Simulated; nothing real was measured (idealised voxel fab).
This section sets out a process module, namely voxel air gaps.
Square cells of 5 nm make up the cross-section cut, whose width is 285 nm.
Cross-section, as written here: a square-cell grid given band by band from the top down, where a band holds one or more rows of cells.
Per band: top height and bottom height in nm, followed by the left-to-right materials and their widths in nm; "edge to edge" marks a single material spanning edge to edge, "air" marks empty space.
Zero point of the height axis is 0; under it, received wafer = one material. Lowest band: continues down indefinitely, "0 down".
The expression "30 to 40" gives the width at the extremes of the band, the first number at its top row of cells and the second at its bottom row, with the width changing by equal amounts from each row to the next in between.
Basically "nothing was modified" means that step didn't change any cell in the cross-section.
The entry "Closed void table" lists the empty spaces that cover at least 8 cells and have no open path to the top. Each is written as width x height at distance, where the distance is measured from the left edge and all three values are in nm.
Formally, on a step line, whatever follows the settings is a remark that the simulator itself makes on the step.
Regarding "overlay nm": on a step with a mask, it is the distance the mask lay to the right of its planned place; a negative value places it to the left.

[Steps planned for the process]
step 1: RECEIVE: material Si
step 2: CONFORMAL_DEP: material SiO2, thk nm 10
step 3: CONFORMAL_DEP: material SiCN, thk nm 5
step 4: DIRECTIONAL_DEP: material SiO2, thk nm 40
step 5: MASKED_ETCH: tone open, mask id LINES, width nm 25, pitch nm 50, etch materials SiO2, depth nm 40, overlay nm 0
step 6: CONFORMAL_DEP: material TiN, thk nm 5
step 7: FILL_DEP: material W, thk nm 10
step 8: CMP: height nm 55
step 9: EPI: material Ru, thk nm 10
step 10: SELECTIVE_ETCH: etch materials SiO2, depth nm 50
step 11: CONFORMAL_DEP: material SiCN, thk nm 5

[As-received state of the wafer in cross-section, equivalent to post-step 1]
0 down: Si edge to edge
Closed void table: none

[Cross-section, first of two wafers, end of module, run as planned]
70 to 65: air 65 nm; SiCN 155 nm; air 65 nm
65 to 55: air 65 nm; SiCN 5 nm; Ru 45 nm; SiCN 5 nm; Ru 45 nm; SiCN 5 nm; Ru 45 nm; SiCN 5 nm; air 65 nm
55 to 50: air 65 nm; SiCN 15 nm; TiN 5 nm; W 15 nm; TiN 5 nm; SiCN 25 nm; TiN 5 nm; W 15 nm; TiN 5 nm; SiCN 25 nm; TiN 5 nm; W 15 nm; TiN 5 nm; SiCN 15 nm; air 65 nm
50 to 20: air 75 nm; SiCN 5 nm; TiN 5 nm; W 15 nm; TiN 5 nm; SiCN 5 nm; air 15 nm; SiCN 5 nm; TiN 5 nm; W 15 nm; TiN 5 nm; SiCN 5 nm; air 15 nm; SiCN 5 nm; TiN 5 nm; W 15 nm; TiN 5 nm; SiCN 5 nm; air 75 nm
20 to 15: SiCN 80 nm; TiN 25 nm; SiCN 25 nm; TiN 25 nm; SiCN 25 nm; TiN 25 nm; SiCN 80 nm
15 to 10: SiCN edge to edge
10 to 0: SiO2 edge to edge
0 down: Si edge to edge
Closed void table: 15 x 30 at 110; 15 x 30 at 160

[Cross-section, wafer two of two, end of module: same start and plan as wafer one, one error in execution]
70 to 65: SiCN edge to edge
65 to 55: Ru 90 nm; SiCN 5 nm; Ru 45 nm; SiCN 5 nm; Ru 45 nm; SiCN 5 nm; Ru 90 nm
55 to 50: W 75 nm; TiN 5 nm; SiCN 25 nm; TiN 5 nm; W 15 nm; TiN 5 nm; SiCN 25 nm; TiN 5 nm; W 15 nm; TiN 5 nm; SiCN 25 nm; TiN 5 nm; W 75 nm
50 to 20: W 75 nm; TiN 5 nm; SiCN 5 nm; air 15 nm; SiCN 5 nm; TiN 5 nm; W 15 nm; TiN 5 nm; SiCN 5 nm; air 15 nm; SiCN 5 nm; TiN 5 nm; W 15 nm; TiN 5 nm; SiCN 5 nm; air 15 nm; SiCN 5 nm; TiN 5 nm; W 75 nm
20 to 15: TiN 80 nm; SiCN 25 nm; TiN 25 nm; SiCN 25 nm; TiN 25 nm; SiCN 25 nm; TiN 80 nm
15 to 10: SiCN edge to edge
10 to 0: SiO2 edge to edge
0 down: Si edge to edge
Closed void table: 15 x 30 at 85; 15 x 30 at 135; 15 x 30 at 185
Misprocessing identified: not per plan at step 5, really ran MASKED_ETCH: tone cover, mask id LINES, width nm 25, pitch nm 50, etch materials SiO2, depth nm 40, overlay nm 0
Heads up, by the end the second wafer has more or fewer cells of some materials compared to the first: 54 more of Ru | 4 fewer of SiCN | 27 more of TiN | 189 more of W
By the end, 2 closed voids are present in the first wafer and 3 in the second.
